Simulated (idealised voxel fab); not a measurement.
Module name: voxel self aligned vias (process module)
It is cross-section cut that appears here, measuring 210 nm in width, its square cells being 5 nm in size.
The cross-sections in this document take the form of a grid made of square cells. They are written out as bands, in order from top to bottom. Each band consists of one or more rows of cells. Look at the band entry: it leads with the top's height and the bottom's height in nm. Then it lists the materials left to right, with a width in nm for each. The word "all across" on a single material says that material fills the band edge to edge. The word "blank" is empty space. Heights are measured from 0, the level below which the as-received wafer is all one material; the lowest band has no bottom and continues downward, written as in "0 -> down". Per-row width for "30->40": begins at first number (top row of band), ends at second number (bottom row), increment between rows held constant. Step note "nothing changed" = no cross-section cell changed. Empty spaces without an open route to the top, at least 8 cells in extent, make up the entry "Sealed void listing"; each is given as width x height at distance, where the distance is measured from the left edge, and all are in nm. Formally, on a step line, whatever follows the settings is a remark that the simulator itself makes on the step. You can add "overlay nm" to a step's line. For a step with a mask, it describes how far the mask lay to the right of its planned position, and a negative number describes a lay to the left.

### Planned process steps
1 RECEIVE, material Si
2 CONFORMAL_DEP, material SiO2, thk nm 15
3 CONFORMAL_DEP, material SiCN, thk nm 5
4 DIRECTIONAL_DEP, material lowk, thk nm 25
5 DIRECTIONAL_DEP, material aC, thk nm 15
6 PATTERN, tone open, mask id LINES, material resist, width nm 20, pitch nm 50, thk nm 35, overlay nm 0
7 DIRECTIONAL_ETCH, etch materials aC, depth nm 15
8 STRIP, etch materials resist
9 DIRECTIONAL_ETCH, etch materials lowk, depth nm 25
10 STRIP, etch materials aC
11 CONFORMAL_DEP, material TiN, thk nm 5
12 FILL_DEP, material W, thk nm 5
13 CMP, height nm 45
14 SELECTIVE_ETCH, etch materials W Ru TiN, depth nm 5
15 FILL_DEP, material SiN, thk nm 10
16 CMP, height nm 45
17 DIRECTIONAL_DEP, material lowk, thk nm 20
18 PATTERN, tone open, mask id VIAS, material resist, width nm 30, thk nm 15, overlay nm 0
19 DIRECTIONAL_ETCH, etch materials lowk, depth nm 20
20 DIRECTIONAL_ETCH, etch materials SiN, depth nm 5
21 STRIP, etch materials resist
22 CONFORMAL_DEP, material TiN, thk nm 5
23 FILL_DEP, material Ru, thk nm 10
24 CMP, height nm 65
25 CONFORMAL_DEP, material SiCN, thk nm 5

### Incoming wafer in cross-section (state: after step 1)
0 -> down  Si all across
Sealed void listing: none

### first wafer at the end, as planned
70 -> 65  SiCN all across
65 -> 50  lowk (65), then TiN (5), then Ru (20), then TiN (5), then lowk (115)
50 -> 45  lowk (65), then TiN (10), then Ru (10), then TiN (10), then lowk (115)
45 -> 40  lowk (70), then TiN (20), then lowk (30), then SiN (20), then lowk (70)
40 -> 25  lowk (70), then TiN (5), then W (10), then TiN (5), then lowk (30), then TiN (5), then W (10), then TiN (5), then lowk (70)
25 -> 20  lowk (70), then TiN (20), then lowk (30), then TiN (20), then lowk (70)
20 -> 15  SiCN all across
15 -> 0  SiO2 all across
0 -> down  Si all across
Sealed void listing: none

### Cross-sectional view: second of two wafers, end of module; start and plan identical to the first, one mistake in running
70 -> 65  SiCN all across
65 -> 45  lowk (65), then TiN (5), then Ru (20), then TiN (5), then lowk (115)
45 -> 40  SiN (65), then TiN (30), then SiN (115)
40 -> 35  lowk (70), then SiN (20), then lowk (30), then SiN (20), then lowk (70)
35 -> 25  lowk (70), then TiN (5), then W (10), then TiN (5), then lowk (30), then TiN (5), then W (10), then TiN (5), then lowk (70)
25 -> 20  lowk (70), then TiN (20), then lowk (30), then TiN (20), then lowk (70)
20 -> 15  SiCN all across
15 -> 0  SiO2 all across
0 -> down  Si all across
Sealed void listing: none
The mistake made against the process plan was this: step 13 was processed under conditions differing from the plan, specifically as CMP, height nm 40
End check, counted in cells, second wafer has more or fewer of these materials than the first: Ru: 2 more | SiN: 40 more | TiN: 4 fewer | W: 4 fewer | lowk: 34 fewer
